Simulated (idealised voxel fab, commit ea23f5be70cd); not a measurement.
A process module follows: voxel quadruple lines.
This is section cut - it's 245 nm across, gridded in 5 nm square cells.
A cross-section is a grid of square cells, given in bands from the top down. A band is one or more rows of cells.
The entry gives the band's vertical extent as a top height and a bottom height in nm, then its horizontal make-up as materials from left to right, each with a width in nm. "empty" stands for empty space; a single material marked "full width" fills the band edge to edge.
Zero point of the height axis is 0; under it, received wafer = one material. Lowest band: continues down indefinitely, "0..down".
Quick explanation for "30..40": the width changes in equal steps down the rows of cells, from the first number in the band's top row to the second number in its bottom row.
Where the words "identical to before" appear for a step, the cross-section shows no cell changed by that step; every cell remained as before.
Closed empty spaces (no open way to the top) of 8 cells or more are what "Cavities, closed" lists, each as width x height at distance from the left edge, nm for all three.
That trailing text on a step's line, after the settings, is the simulator's own remark on the step.
If you see "overlay nm" on a step's line and that step has a mask, it's telling you how far right of where it was planned the mask ended up; a negative number means it went left instead.

[These are the steps we planned for the process]
1,op RECEIVE | material Si
2,op CONFORMAL_DEP | material Al2O3 | thk nm 10
3,op DIRECTIONAL_DEP | material TiN | thk nm 10
4,op DIRECTIONAL_DEP | material polySi | thk nm 15
5,op DIRECTIONAL_DEP | material aC | thk nm 25
6,op PATTERN | tone cover | mask id MANDREL | material resist | width nm 25 | pitch nm 80 | thk nm 35 | overlay nm 0
7,op DIRECTIONAL_ETCH | etch materials aC | depth nm 25
8,op STRIP | etch materials resist
9,op CONFORMAL_DEP | material SiO2 | thk nm 15
10,op DIRECTIONAL_ETCH | etch materials SiO2 | depth nm 15
11,op STRIP | etch materials aC
12,op DIRECTIONAL_ETCH | etch materials polySi | depth nm 15
13,op STRIP | etch materials SiO2
14,op CONFORMAL_DEP | material SiN | thk nm 5
15,op DIRECTIONAL_ETCH | etch materials SiN | depth nm 5
16,op STRIP | etch materials polySi
17,op DIRECTIONAL_ETCH | etch materials TiN | depth nm 10
18,op STRIP | etch materials SiN

[First of the two wafers, run per plan]

[Wafer at receipt (post step 1), cross-section]
* 0..down = Si full width
* Cavities, closed: none

[Sectional view: wafer, after step 2]
* 10..0 = Al2O3 full width
* Lower than 0, everything is as it was.

[Sectional view: wafer, after step 3]
* 20..10 = TiN full width
* Lower than 10, everything is as it was.

[Sectional view: wafer, after step 4]
* 35..20 = polySi full width
* Lower than 20, everything is as it was.

[Sectional view: wafer, after step 5]
* 60..35 = aC full width
* Lower than 35, everything is as it was.

[Sectional view: wafer, after step 6]
* 95..60 = empty 70 | resist 25 | empty 55 | resist 25 | empty 70
* Lower than 60, everything is as it was.

[Sectional view: wafer, after step 7]
* 70..60 = empty 70 | resist 25 | empty 55 | resist 25 | empty 70
* 60..35 = empty 70 | aC 25 | empty 55 | aC 25 | empty 70
* Lower than 35, everything is as it was.

[Sectional view: wafer, after step 8]
* 60..35 = empty 70 | aC 25 | empty 55 | aC 25 | empty 70
* Lower than 35, everything is as it was.

[Sectional view: wafer, after step 9]
* 75..60 = empty 55 | SiO2 55 | empty 25 | SiO2 55 | empty 55
* 60..50 = empty 55 | SiO2 15 | aC 25 | SiO2 15 | empty 25 | SiO2 15 | aC 25 | SiO2 15 | empty 55
* 50..35 = SiO2 70 | aC 25 | SiO2 55 | aC 25 | SiO2 70
* Lower than 35, everything is as it was.

[Sectional view: wafer, after step 10]
* 60..35 = empty 55 | SiO2 15 | aC 25 | SiO2 15 | empty 25 | SiO2 15 | aC 25 | SiO2 15 | empty 55
* Lower than 35, everything is as it was.

[Sectional view: wafer, after step 11]
* 60..35 = empty 55 | SiO2 15 | empty 25 | SiO2 15 | empty 25 | SiO2 15 | empty 25 | SiO2 15 | empty 55
* Lower than 35, everything is as it was.

[Sectional view: wafer, after step 12]
* 60..35 = empty 55 | SiO2 15 | empty 25 | SiO2 15 | empty 25 | SiO2 15 | empty 25 | SiO2 15 | empty 55
* 35..20 = empty 55 | polySi 15 | empty 25 | polySi 15 | empty 25 | polySi 15 | empty 25 | polySi 15 | empty 55
* Lower than 20, everything is as it was.

[Sectional view: wafer, after step 13]
* 35..20 = empty 55 | polySi 15 | empty 25 | polySi 15 | empty 25 | polySi 15 | empty 25 | polySi 15 | empty 55
* Lower than 20, everything is as it was.

[Sectional view: wafer, after step 14]
* 40..35 = empty 50 | SiN 25 | empty 15 | SiN 25 | empty 15 | SiN 25 | empty 15 | SiN 25 | empty 50
* 35..25 = empty 50 | SiN 5 | polySi 15 | SiN 5 | empty 15 | SiN 5 | polySi 15 | SiN 5 | empty 15 | SiN 5 | polySi 15 | SiN 5 | empty 15 | SiN 5 | polySi 15 | SiN 5 | empty 50
* 25..20 = SiN 55 | polySi 15 | SiN 25 | polySi 15 | SiN 25 | polySi 15 | SiN 25 | polySi 15 | SiN 55
* Lower than 20, everything is as it was.

[Sectional view: wafer, after step 15]
* 35..20 = empty 50 | SiN 5 | polySi 15 | SiN 5 | empty 15 | SiN 5 | polySi 15 | SiN 5 | empty 15 | SiN 5 | polySi 15 | SiN 5 | empty 15 | SiN 5 | polySi 15 | SiN 5 | empty 50
* Lower than 20, everything is as it was.

[Sectional view: wafer, after step 16]
* 35..20 = empty 50 | SiN 5 | empty 15 | SiN 5 | empty 15 | SiN 5 | empty 15 | SiN 5 | empty 15 | SiN 5 | empty 15 | SiN 5 | empty 15 | SiN 5 | empty 15 | SiN 5 | empty 50
* Lower than 20, everything is as it was.

[Sectional view: wafer, after step 17]
* 35..20 = empty 50 | SiN 5 | empty 15 | SiN 5 | empty 15 | SiN 5 | empty 15 | SiN 5 | empty 15 | SiN 5 | empty 15 | SiN 5 | empty 15 | SiN 5 | empty 15 | SiN 5 | empty 50
* 20..10 = empty 50 | TiN 5 | empty 15 | TiN 5 | empty 15 | TiN 5 | empty 15 | TiN 5 | empty 15 | TiN 5 | empty 15 | TiN 5 | empty 15 | TiN 5 | empty 15 | TiN 5 | empty 50
* Lower than 10, everything is as it was.

[Sectional view: wafer, after step 18]
* 20..10 = empty 50 | TiN 5 | empty 15 | TiN 5 | empty 15 | TiN 5 | empty 15 | TiN 5 | empty 15 | TiN 5 | empty 15 | TiN 5 | empty 15 | TiN 5 | empty 15 | TiN 5 | empty 50
* Lower than 10, everything is as it was.

[Wafer two of the pair: same origin, same plan, one error during the run; identical to wafer one up to and including step 16]

[Cross-section, second wafer, at the end time the plan gives for step 17]
* 35..20 = empty 50 | SiN 5 | empty 15 | SiN 5 | empty 15 | SiN 5 | empty 15 | SiN 5 | empty 15 | SiN 5 | empty 15 | SiN 5 | empty 15 | SiN 5 | empty 15 | SiN 5 | empty 50
* 20..10 = empty 50 | TiN 5 | empty 15 | TiN 5 | empty 15 | TiN 5 | empty 15 | TiN 5 | empty 15 | TiN 5 | empty 15 | TiN 5 | empty 15 | TiN 5 | empty 15 | TiN 5 | empty 50
* Lower than 10, everything is as it was.

[Cross-section, second wafer, at the end time the plan gives for step 18]
* 20..10 = empty 50 | TiN 5 | empty 15 | TiN 5 | empty 15 | TiN 5 | empty 15 | TiN 5 | empty 15 | TiN 5 | empty 15 | TiN 5 | empty 15 | TiN 5 | empty 15 | TiN 5 | empty 50
* Lower than 10, everything is as it was.
Diagnosis: it should be noted that step 17 of the plan was executed twice
The two wafers finish with the same cross-section, and therefore the mistake leaves the computed outcome of this model unchanged.
